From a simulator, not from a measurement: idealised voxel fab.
process module | voxel transistor to metal
cross-section cut | 140 nm wide | cells 5 nm
A cross-section is a grid of square cells, given in bands from the top down. A band is one or more rows of cells.
Each band's line starts with the height of the band's top and of its bottom, in nm. Then come its materials from left to right, each with its width in nm. One material with "throughout" fills the band from edge to edge. "air" is empty space.
Height 0 is the level under which the wafer as received is all one material. The lowest band goes on downwards, as in "0 down".
A width such as "30 to 40" changes by the same amount from each row of cells to the next, from the band's top row to its bottom row.
"no change" after a step means that no cell of the cross-section changed.
closed voids: empty space of 8 cells or more with no open way to the top, each as width x height at its distance from the left edge, in nm
after a step's settings: what the simulator itself notes on the step
overlay nm, on a step with a mask: how far to the right of its planned place the mask lay; to the left if negative
plan
1 op RECEIVE | material Si
2 op OXIDIZE | depth nm 5
3 op CONFORMAL_DEP | material SiN | thk nm 10
4 op PATTERN | tone cover | mask id ACTIVE | material resist | width nm 105 | thk nm 15 | overlay nm 0
5 op DIRECTIONAL_ETCH | etch materials SiN | depth nm 10
6 op DIRECTIONAL_ETCH | etch materials SiO2 | depth nm 5
7 op DIRECTIONAL_ETCH | etch materials Si | depth nm 25
8 op STRIP | etch materials resist
9 op OXIDIZE | depth nm 5
10 op FILL_DEP | material SiO2 | thk nm 5
11 op CMP | height nm 10
12 op SELECTIVE_ETCH | etch materials SiO2 | depth nm 10
13 op STRIP | etch materials SiN
14 op SELECTIVE_ETCH | etch materials SiO2 | depth nm 5
15 op OXIDIZE | depth nm 5
16 op DIRECTIONAL_DEP | material polySi | thk nm 25
17 op DIRECTIONAL_DEP | material SiCN | thk nm 15
18 op PATTERN | tone cover | mask id GATE | material resist | width nm 15 | thk nm 20 | overlay nm 0
19 op DIRECTIONAL_ETCH | etch materials SiCN | depth nm 25
20 op DIRECTIONAL_ETCH | etch materials polySi | depth nm 35
21 op STRIP | etch materials resist
22 op CONFORMAL_DEP | material SiO2 | thk nm 5
23 op DIRECTIONAL_ETCH | etch materials SiO2 | depth nm 5
24 op CONFORMAL_DEP | material SiN | thk nm 5
25 op DIRECTIONAL_ETCH | etch materials SiN | depth nm 5
26 op DIRECTIONAL_ETCH | etch materials SiO2 | depth nm 5
27 op DIRECTIONAL_ETCH | etch materials Si | depth nm 10
28 op EPI | material SiGe | thk nm 10
29 op FILL_DEP | material SiO2 | thk nm 10
30 op CMP | height nm 35
31 op DIRECTIONAL_DEP | material SiO2 | thk nm 15
32 op MASKED_ETCH | tone open | mask id CONTACT | width nm 20 | pitch nm 75 | etch materials SiO2 | depth nm 60 | overlay nm 0
33 op CONFORMAL_DEP | material TiN | thk nm 5
34 op FILL_DEP | material W | thk nm 5
35 op CMP | height nm 50
36 op CONFORMAL_DEP | material SiN | thk nm 5
37 op DIRECTIONAL_DEP | material SiO2 | thk nm 25
38 op MASKED_ETCH | tone open | mask id METAL_1 | width nm 20 | pitch nm 75 | etch materials SiO2 | depth nm 25 | overlay nm 0
39 op MASKED_ETCH | tone open | mask id METAL_1 | width nm 20 | pitch nm 75 | etch materials SiN | depth nm 5 | overlay nm 0
40 op CONFORMAL_DEP | material TiN | thk nm 5
41 op FILL_DEP | material Cu | thk nm 10
42 op CMP | height nm 80
43 op CONFORMAL_DEP | material SiCN | thk nm 5
44 op DIRECTIONAL_DEP | material SiO2 | thk nm 35
45 op MASKED_ETCH | tone open | mask id METAL_2_HOLES | width nm 15 | pitch nm 75 | etch materials SiO2 | depth nm 35 | overlay nm 0
46 op DIRECTIONAL_DEP | material aC | thk nm 15
47 op PATTERN | tone open | mask id METAL_2 | material resist | width nm 20 | pitch nm 75 | thk nm 35 | overlay nm 0
48 op DIRECTIONAL_ETCH | etch materials aC | depth nm 15
49 op STRIP | etch materials resist
50 op DIRECTIONAL_ETCH | etch materials SiO2 | depth nm 20
51 op DIRECTIONAL_ETCH | etch materials SiCN | depth nm 5
52 op STRIP | etch materials aC
53 op CONFORMAL_DEP | material TiN | thk nm 5
54 op FILL_DEP | material Ru | thk nm 10
55 op CMP | height nm 120
56 op CONFORMAL_DEP | material SiN | thk nm 5
as received, after step 1
  0 down: Si throughout
  closed voids: none
first wafer at the end, as planned
  125 to 120: SiN throughout
  120 to 105: SiO2 20 | TiN 5 | Ru 10 | TiN 5 | SiO2 55 | TiN 5 | Ru 10 | TiN 5 | SiO2 25
  105 to 100: SiO2 20 | TiN 5 | Ru 5 | TiN 10 | SiO2 55 | TiN 5 | Ru 5 | TiN 10 | SiO2 25
  100 to 85: SiO2 20 | TiN 5 | Ru 5 | TiN 5 | SiO2 60 | TiN 5 | Ru 5 | TiN 5 | SiO2 30
  85 to 80: SiCN 20 | TiN 15 | SiCN 60 | TiN 15 | SiCN 30
  80 to 55: SiO2 20 | TiN 5 | Cu 10 | TiN 5 | SiO2 55 | TiN 5 | Cu 10 | TiN 5 | SiO2 25
  55 to 50: SiN 20 | TiN 20 | SiN 55 | TiN 20 | SiN 25
  50 to 35: SiO2 20 | TiN 5 | W 10 | TiN 5 | SiO2 55 | TiN 5 | W 10 | TiN 5 | SiO2 25
  35 to 20: SiO2 20 | TiN 5 | W 10 | TiN 5 | SiO2 10 | SiN 5 | SiO2 5 | SiCN 15 | SiO2 5 | SiN 5 | SiO2 10 | TiN 5 | W 10 | TiN 5 | SiO2 25
  20 to 0: SiO2 20 | TiN 5 | W 10 | TiN 5 | SiO2 10 | SiN 5 | SiO2 5 | polySi 15 | SiO2 5 | SiN 5 | SiO2 10 | TiN 5 | W 10 | TiN 5 | SiO2 25
  0 to -5: SiO2 20 | TiN 5 | W 10 | TiN 5 | SiGe 10 | SiN 5 | SiO2 5 | polySi 15 | SiO2 5 | SiN 5 | SiGe 10 | TiN 5 | W 10 | TiN 5 | SiO2 25
  -5 to -10: SiO2 20 | TiN 20 | SiGe 10 | SiO2 35 | SiGe 10 | TiN 20 | SiO2 25
  -10 to -20: SiO2 20 | SiGe 30 | Si 35 | SiGe 30 | SiO2 25
  -20 to -35: SiO2 20 | Si 95 | SiO2 25
  -35 down: Si throughout
  closed voids: none
second wafer at the end: like start, like plan, one mistake
  125 to 120: SiN throughout
  120 to 105: SiO2 20 | TiN 5 | Ru 10 | TiN 5 | SiO2 55 | TiN 5 | Ru 10 | TiN 5 | SiO2 25
  105 to 100: SiO2 20 | TiN 5 | Ru 5 | TiN 10 | SiO2 55 | TiN 5 | Ru 5 | TiN 10 | SiO2 25
  100 to 85: SiO2 20 | TiN 5 | Ru 5 | TiN 5 | SiO2 60 | TiN 5 | Ru 5 | TiN 5 | SiO2 30
  85 to 80: SiCN 20 | TiN 15 | SiCN 60 | TiN 15 | SiCN 30
  80 to 55: SiO2 20 | TiN 5 | Cu 10 | TiN 5 | SiO2 55 | TiN 5 | Cu 10 | TiN 5 | SiO2 25
  55 to 50: SiN 20 | TiN 20 | SiN 55 | TiN 20 | SiN 25
  50 to 35: SiO2 20 | TiN 5 | W 10 | TiN 5 | SiO2 55 | TiN 5 | W 10 | TiN 5 | SiO2 25
  35 to 25: SiO2 20 | TiN 5 | W 10 | TiN 5 | SiO2 15 | SiN 5 | SiCN 15 | SiN 5 | SiO2 15 | TiN 5 | W 10 | TiN 5 | SiO2 25
  25 to 20: SiO2 20 | TiN 5 | W 10 | TiN 5 | SiO2 10 | SiN 5 | SiO2 5 | SiCN 15 | SiO2 5 | SiN 5 | SiO2 10 | TiN 5 | W 10 | TiN 5 | SiO2 25
  20 to 0: SiO2 20 | TiN 5 | W 10 | TiN 5 | SiO2 10 | SiN 5 | SiO2 5 | polySi 15 | SiO2 5 | SiN 5 | SiO2 10 | TiN 5 | W 10 | TiN 5 | SiO2 25
  0 to -5: SiO2 20 | TiN 5 | W 10 | TiN 5 | SiGe 10 | SiN 5 | SiO2 5 | polySi 15 | SiO2 5 | SiN 5 | SiGe 10 | TiN 5 | W 10 | TiN 5 | SiO2 25
  -5 to -10: SiO2 20 | TiN 20 | SiGe 10 | SiN 5 | SiO2 25 | SiN 5 | SiGe 10 | TiN 20 | SiO2 25
  -10 to -15: SiO2 15 | SiN 5 | SiGe 30 | Si 35 | SiGe 30 | SiN 5 | SiO2 20
  -15 to -20: SiO2 20 | SiGe 30 | Si 35 | SiGe 30 | SiO2 25
  -20 to -35: SiO2 20 | Si 95 | SiO2 25
  -35 down: Si throughout
  closed voids: none
what went wrong: step 23 ran as: op DIRECTIONAL_ETCH | etch materials SiO2 | depth nm 15
at the end the second wafer has, in cells: 4 more of SiN | 4 fewer of SiO2
